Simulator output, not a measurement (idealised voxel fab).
The process module presented herein is designated voxel gate over fins.
We display cut, a cross-section 250 nm in width whose square cells are each 5 nm.
The cross-sections in this document take the form of a grid made of square cells. They are written out as bands, in order from top to bottom. Each band consists of one or more rows of cells.
Look at the band entry: it leads with the top's height and the bottom's height in nm. Then it lists the materials left to right, with a width in nm for each. The word "throughout" on a single material says that material fills the band edge to edge. The word "blank" is empty space.
Ref level 0: as-received wafer is one material below here. Bottom band extends down with no lower bound ("top 0, no bottom").
Per-row width for "30->40": begins at first number (top row of band), ends at second number (bottom row), increment between rows held constant.
For the purposes of this document, the phrase "nothing changed" attached to a step denotes that no cell within the cross-section was modified by that step.
Entry "Voids, sealed" = empty spaces >= 8 cells with no open way to the top; each as width x height at distance, distance from left edge, all nm.
Text after the settings on a step's line: the simulator's own remark on that step.
Steps that use a mask can have "overlay nm" on their line. It says how far the mask sat to the right of where it was meant to be. Negative means to the left.

[Planned process steps]
1: RECEIVE: material Si
2: CONFORMAL_DEP: material SiN, thk nm 5
3: PATTERN: tone cover, mask id FINS, material resist, width nm 15, pitch nm 35, thk nm 15, overlay nm 0
4: DIRECTIONAL_ETCH: etch materials SiN, depth nm 5
5: DIRECTIONAL_ETCH: etch materials Si, depth nm 40
6: STRIP: etch materials resist
7: FILL_DEP: material SiO2, thk nm 15
8: CMP: height nm 5
9: SELECTIVE_ETCH: etch materials SiO2, depth nm 15
10: STRIP: etch materials SiN
11: CONFORMAL_DEP: material HfO2, thk nm 5
12: CONFORMAL_DEP: material TiN, thk nm 5
13: FILL_DEP: material W, thk nm 10
14: CMP: height nm 15
15: CONFORMAL_DEP: material SiCN, thk nm 5

[Shown in cross-section is the wafer as received, that is, as it stands after step 1]
- top 0, no bottom = Si throughout
- Voids, sealed: none

[Cross-sectional image of the first of two wafers at the end of the module, the run having proceeded as planned]
- top 20, bottom 15 = SiCN throughout
- top 15, bottom 10 = W throughout
- top 10, bottom 5 = 70 nm W, then 105 nm TiN, then 75 nm W
- top 5, bottom 0 = 70 nm W, then 5 nm TiN, then 25 nm HfO2, then 10 nm TiN, then 25 nm HfO2, then 10 nm TiN, then 25 nm HfO2, then 5 nm TiN, then 75 nm W
- top 0, bottom -5 = 75 nm TiN, then 5 nm HfO2, then 15 nm Si, then 5 nm HfO2, then 10 nm TiN, then 5 nm HfO2, then 15 nm Si, then 5 nm HfO2, then 10 nm TiN, then 5 nm HfO2, then 15 nm Si, then 5 nm HfO2, then 80 nm TiN
- top -5, bottom -10 = 80 nm HfO2, then 15 nm Si, then 20 nm HfO2, then 15 nm Si, then 20 nm HfO2, then 15 nm Si, then 85 nm HfO2
- top -10, bottom -40 = 80 nm SiO2, then 15 nm Si, then 20 nm SiO2, then 15 nm Si, then 20 nm SiO2, then 15 nm Si, then 85 nm SiO2
- top -40, no bottom = Si throughout
- Voids, sealed: none

[second wafer at the end: like start, like plan, one mistake]
- top 20, bottom 15 = SiCN throughout
- top 15, bottom 10 = W throughout
- top 10, bottom 5 = 70 nm W, then 105 nm TiN, then 75 nm W
- top 5, bottom 0 = 70 nm W, then 5 nm TiN, then 25 nm HfO2, then 10 nm TiN, then 25 nm HfO2, then 10 nm TiN, then 25 nm HfO2, then 5 nm TiN, then 75 nm W
- top 0, bottom -5 = 75 nm TiN, then 5 nm HfO2, then 15 nm Si, then 5 nm HfO2, then 10 nm TiN, then 5 nm HfO2, then 15 nm Si, then 5 nm HfO2, then 10 nm TiN, then 5 nm HfO2, then 15 nm Si, then 5 nm HfO2, then 80 nm TiN
- top -5, bottom -10 = 70 nm HfO2, then 5 nm TiN, then 5 nm HfO2, then 15 nm Si, then 5 nm HfO2, then 10 nm TiN, then 5 nm HfO2, then 15 nm Si, then 5 nm HfO2, then 10 nm TiN, then 5 nm HfO2, then 15 nm Si, then 5 nm HfO2, then 5 nm TiN, then 75 nm HfO2
- top -10, bottom -15 = 65 nm SiO2, then 15 nm HfO2, then 15 nm Si, then 20 nm HfO2, then 15 nm Si, then 20 nm HfO2, then 15 nm Si, then 15 nm HfO2, then 70 nm SiO2
- top -15, bottom -40 = 80 nm SiO2, then 15 nm Si, then 20 nm SiO2, then 15 nm Si, then 20 nm SiO2, then 15 nm Si, then 85 nm SiO2
- top -40, no bottom = Si throughout
- Voids, sealed: none
The plan and the run diverged here: the processing plan was not followed for steps 9 and 10, which were run with their positions exchanged
Per the end-of-run cell counts, the second wafer holds more or fewer of some materials than the first: HfO2: 8 more; SiO2: 14 fewer; TiN: 6 more
